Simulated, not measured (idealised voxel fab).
Process module, titled voxel gate over fins
The width of the displayed cross-section, cut, is 260 nm; its cells are square, with a size of 5 nm.
Reading order for cross-sections: top band down to bottom band. Underlying form: a grid of square cells. Band size: one or more rows of cells.
Basically the band line says how high the top is and how high the bottom is, in nm, and then what's in it from left to right, every material with its width in nm. Empty space shows up as "air", and if a single material carries "everywhere" it runs the full band edge to edge.
Note: height 0 marks the level under which the wafer is uniformly one material as received. Lowest band unbounded below, written "0 down".
The notation "30..40" denotes a width that varies across the rows of cells in the band, beginning at the first number in the top row, finishing at the second number in the bottom row, and changing by an identical amount from each row to the next.
"everything unchanged" after a step means that no cell of the cross-section changed.
The entry titled "Voids lacking openings" provides the empty spaces that have no open way to the top, restricted to those of 8 cells or more. Each is presented as width x height at distance, the distance being measured from the left edge, with all three in nm.
Note: text after step settings on the step line = simulator remark on that step.
overlay nm: where the mask lay relative to plan, measured to the right, on steps with a mask; negatives go left.

**The steps planned for the process are as follows**
| 1 | RECEIVE | material Si |
| 2 | CONFORMAL_DEP | material SiN | thk nm 5 |
| 3 | MASKED_ETCH | tone cover | mask id FINS | width nm 15 | pitch nm 60 | etch materials SiN | depth nm 5 | overlay nm 0 |
| 4 | MASKED_ETCH | tone cover | mask id FINS | width nm 15 | pitch nm 60 | etch materials Si | depth nm 35 | overlay nm -15 |
| 5 | OXIDIZE | depth nm 5 |
| 6 | FILL_DEP | material SiO2 | thk nm 5 |
| 7 | CMP | height nm 5 |
| 8 | MASKED_ETCH | tone open | mask id RAIL | width nm 15 | etch materials SiO2 | depth nm 35 | overlay nm 0 |
| 9 | CONFORMAL_DEP | material TiN | thk nm 5 |
| 10 | FILL_DEP | material Ru | thk nm 10 |
| 11 | CMP | height nm 5 |
| 12 | SELECTIVE_ETCH | etch materials W Ru TiN | depth nm 20 |
| 13 | FILL_DEP | material SiO2 | thk nm 5 |
| 14 | CMP | height nm 5 |
| 15 | SELECTIVE_ETCH | etch materials SiO2 | depth nm 15 |
| 16 | STRIP | etch materials SiN |
| 17 | CONFORMAL_DEP | material HfO2 | thk nm 5 |
| 18 | CONFORMAL_DEP | material TiN | thk nm 5 |
| 19 | FILL_DEP | material W | thk nm 15 |
| 20 | CMP | height nm 20 |
| 21 | CONFORMAL_DEP | material SiN | thk nm 10 |
varied across the wafers: overlay nm of step 4. The plan shows the first wafer's value. All wafers start alike

**The first of several wafers as received, shown in cross-section; this is its state after step 1**
- 0 down | Si everywhere
- Voids lacking openings: none

**Depicted here is the first of several wafers in cross-section, at module completion following the last step, step 21**
- 30 to 20 | SiN everywhere
- 20 to 10 | W everywhere
- 10 to 5 | W=55; TiN=25; W=35; TiN=25; W=35; TiN=25; W=60
- 5 to 0 | W=40; TiN=20; HfO2=15; TiN=5; W=20; TiN=20; HfO2=15; TiN=5; W=20; TiN=20; HfO2=15; TiN=5; W=60
- 0 to -5 | TiN=45; HfO2=20; Si=5; HfO2=5; TiN=30; HfO2=20; Si=5; HfO2=5; TiN=30; HfO2=20; Si=5; HfO2=5; TiN=65
- -5 to -10 | HfO2=50; Si=20; HfO2=40; Si=20; HfO2=40; Si=20; HfO2=70
- -10 to -15 | SiO2=50; Si=20; SiO2=40; Si=20; SiO2=40; Si=20; SiO2=70
- -15 to -25 | SiO2=50; Si=20; SiO2=20; TiN=5; Ru=5; TiN=5; SiO2=5; Si=20; SiO2=40; Si=20; SiO2=70
- -25 to -30 | SiO2=50; Si=20; SiO2=20; TiN=15; SiO2=5; Si=20; SiO2=40; Si=20; SiO2=70
- -30 to -40 | SiO2=50; Si=20; SiO2=40; Si=20; SiO2=40; Si=20; SiO2=70
- -40 down | Si everywhere
- Voids lacking openings: none

**Cross-section, module end, final of several wafers**
- 30 to 20 | SiN everywhere
- 20 to 10 | W everywhere
- 10 to 5 | W=55; TiN=25; W=35; TiN=25; W=35; TiN=25; W=60
- 5 to 0 | W=55; TiN=5; HfO2=15; TiN=20; W=20; TiN=5; HfO2=15; TiN=20; W=20; TiN=5; HfO2=15; TiN=20; W=45
- 0 to -5 | TiN=60; HfO2=5; Si=5; HfO2=20; TiN=30; HfO2=5; Si=5; HfO2=20; TiN=30; HfO2=5; Si=5; HfO2=20; TiN=50
- -5 to -10 | HfO2=65; Si=20; HfO2=40; Si=20; HfO2=40; Si=20; HfO2=55
- -10 to -15 | SiO2=65; Si=20; SiO2=40; Si=20; SiO2=40; Si=20; SiO2=55
- -15 to -25 | SiO2=65; Si=20; SiO2=5; TiN=5; Ru=5; TiN=5; SiO2=20; Si=20; SiO2=40; Si=20; SiO2=55
- -25 to -30 | SiO2=65; Si=20; SiO2=5; TiN=15; SiO2=20; Si=20; SiO2=40; Si=20; SiO2=55
- -30 to -40 | SiO2=65; Si=20; SiO2=40; Si=20; SiO2=40; Si=20; SiO2=55
- -40 down | Si everywhere
- Voids lacking openings: none

**Wafer rows, end of module: cells per material gained (+) or lost (-) since receipt; closed voids last**
overlay nm -15; +64 HfO2; +2 Ru; -329 Si; +104 SiN; +231 SiO2; +71 TiN; +169 W; Voids lacking openings: none
overlay nm -10; +64 HfO2; +2 Ru; -350 Si; +104 SiN; +249 SiO2; +71 TiN; +172 W; Voids lacking openings: none
overlay nm -5; +64 HfO2; +2 Ru; -371 Si; +104 SiN; +267 SiO2; +71 TiN; +175 W; Voids lacking openings: none
overlay nm 0; +64 HfO2; +2 Ru; -392 Si; +104 SiN; +285 SiO2; +71 TiN; +178 W; Voids lacking openings: none
overlay nm 5; +64 HfO2; +2 Ru; -371 Si; +104 SiN; +267 SiO2; +71 TiN; +175 W; Voids lacking openings: none
overlay nm 10; +64 HfO2; +2 Ru; -350 Si; +104 SiN; +249 SiO2; +71 TiN; +172 W; Voids lacking openings: none
overlay nm 15; +64 HfO2; +2 Ru; -329 Si; +104 SiN; +231 SiO2; +71 TiN; +169 W; Voids lacking openings: none
